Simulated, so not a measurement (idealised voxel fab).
process module | voxel gate over fins
cross-section cut | 210 nm wide | cells 5 nm
A cross-section is a grid of square cells, given in bands from the top down. A band is one or more rows of cells.
Each band's line starts with the height of the band's top and of its bottom, in nm. Then come its materials from left to right, each with its width in nm. One material with "throughout" fills the band from edge to edge. "air" is empty space.
Height 0 is the level under which the wafer as received is all one material. The lowest band goes on downwards, as in "0 down".
A width such as "30 to 40" changes by the same amount from each row of cells to the next, from the band's top row to its bottom row.
"no change" after a step means that no cell of the cross-section changed.
closed voids: empty space of 8 cells or more with no open way to the top, each as width x height at its distance from the left edge, in nm
after a step's settings: what the simulator itself notes on the step
overlay nm, on a step with a mask: how far to the right of its planned place the mask lay; to the left if negative
plan
1 op RECEIVE | material Si
2 op CONFORMAL_DEP | material SiN | thk nm 5
3 op MASKED_ETCH | tone cover | mask id FINS | width nm 15 | pitch nm 45 | etch materials SiN | depth nm 5 | overlay nm 0
4 op MASKED_ETCH | tone cover | mask id FINS | width nm 15 | pitch nm 45 | etch materials Si | depth nm 30 | overlay nm 0
5 op FILL_DEP | material SiO2 | thk nm 5
6 op CMP | height nm 5
7 op SELECTIVE_ETCH | etch materials SiO2 | depth nm 15
8 op STRIP | etch materials SiN
9 op CONFORMAL_DEP | material HfO2 | thk nm 5
10 op CONFORMAL_DEP | material TiN | thk nm 5
11 op FILL_DEP | material W | thk nm 10
12 op CMP | height nm 15
13 op CONFORMAL_DEP | material SiCN | thk nm 10
first wafer, as planned
as received, after step 1
  0 down: Si throughout
  closed voids: none
after step 2
  5 to 0: SiN throughout
  below 0: unchanged
after step 3
  5 to 0: air 30 | SiN 15 | air 30 | SiN 15 | air 30 | SiN 15 | air 30 | SiN 15 | air 30
  below 0: unchanged
after step 4
  5 to 0: air 30 | SiN 15 | air 30 | SiN 15 | air 30 | SiN 15 | air 30 | SiN 15 | air 30
  0 to -30: air 30 | Si 15 | air 30 | Si 15 | air 30 | Si 15 | air 30 | Si 15 | air 30
  below -30: unchanged
after step 5
  10 to 5: SiO2 throughout
  5 to 0: SiO2 30 | SiN 15 | SiO2 30 | SiN 15 | SiO2 30 | SiN 15 | SiO2 30 | SiN 15 | SiO2 30
  0 to -30: SiO2 30 | Si 15 | SiO2 30 | Si 15 | SiO2 30 | Si 15 | SiO2 30 | Si 15 | SiO2 30
  below -30: unchanged
after step 6
  5 to 0: SiO2 30 | SiN 15 | SiO2 30 | SiN 15 | SiO2 30 | SiN 15 | SiO2 30 | SiN 15 | SiO2 30
  below 0: unchanged
after step 7
  5 to 0: air 30 | SiN 15 | air 30 | SiN 15 | air 30 | SiN 15 | air 30 | SiN 15 | air 30
  0 to -10: air 30 | Si 15 | air 30 | Si 15 | air 30 | Si 15 | air 30 | Si 15 | air 30
  below -10: unchanged
after step 8
  0 to -10: air 30 | Si 15 | air 30 | Si 15 | air 30 | Si 15 | air 30 | Si 15 | air 30
  below -10: unchanged
after step 9
  5 to 0: air 25 | HfO2 25 | air 20 | HfO2 25 | air 20 | HfO2 25 | air 20 | HfO2 25 | air 25
  0 to -5: air 25 | HfO2 5 | Si 15 | HfO2 5 | air 20 | HfO2 5 | Si 15 | HfO2 5 | air 20 | HfO2 5 | Si 15 | HfO2 5 | air 20 | HfO2 5 | Si 15 | HfO2 5 | air 25
  -5 to -10: HfO2 30 | Si 15 | HfO2 30 | Si 15 | HfO2 30 | Si 15 | HfO2 30 | Si 15 | HfO2 30
  below -10: unchanged
after step 10
  10 to 5: air 20 | TiN 35 | air 10 | TiN 35 | air 10 | TiN 35 | air 10 | TiN 35 | air 20
  5 to 0: air 20 | TiN 5 | HfO2 25 | TiN 5 | air 10 | TiN 5 | HfO2 25 | TiN 5 | air 10 | TiN 5 | HfO2 25 | TiN 5 | air 10 | TiN 5 | HfO2 25 | TiN 5 | air 20
  0 to -5: TiN 25 | HfO2 5 | Si 15 | HfO2 5 | TiN 20 | HfO2 5 | Si 15 | HfO2 5 | TiN 20 | HfO2 5 | Si 15 | HfO2 5 | TiN 20 | HfO2 5 | Si 15 | HfO2 5 | TiN 25
  below -5: unchanged
after step 11
  20 to 10: W throughout
  10 to 5: W 20 | TiN 35 | W 10 | TiN 35 | W 10 | TiN 35 | W 10 | TiN 35 | W 20
  5 to 0: W 20 | TiN 5 | HfO2 25 | TiN 5 | W 10 | TiN 5 | HfO2 25 | TiN 5 | W 10 | TiN 5 | HfO2 25 | TiN 5 | W 10 | TiN 5 | HfO2 25 | TiN 5 | W 20
  below 0: unchanged
after step 12
  15 to 10: W throughout
  below 10: unchanged
after step 13
  25 to 15: SiCN throughout
  below 15: unchanged
second wafer: like start, like plan, one mistake. Through step 8 it matches the first wafer
when step 9 should have ended
  15 to 5: air 15 | HfO2 180 | air 15
  5 to 0: HfO2 throughout
  0 to -10: HfO2 30 | Si 15 | HfO2 30 | Si 15 | HfO2 30 | Si 15 | HfO2 30 | Si 15 | HfO2 30
  below -10: unchanged
when step 10 should have ended
  20 to 15: air 10 | TiN 190 | air 10
  15 to 10: air 10 | TiN 5 | HfO2 180 | TiN 5 | air 10
  10 to 5: TiN 15 | HfO2 180 | TiN 15
  below 5: unchanged
when step 11 should have ended
  30 to 20: W throughout
  20 to 15: W 10 | TiN 190 | W 10
  15 to 10: W 10 | TiN 5 | HfO2 180 | TiN 5 | W 10
  below 10: unchanged
when step 12 should have ended
  15 to 10: W 10 | TiN 5 | HfO2 180 | TiN 5 | W 10
  below 10: unchanged
when step 13 should have ended
  25 to 15: SiCN throughout
  below 15: unchanged
what went wrong: step 9 ran as: op CONFORMAL_DEP | material HfO2 | thk nm 15
at the end the second wafer has, in cells: 116 more of HfO2 | 50 fewer of TiN | 66 fewer of W
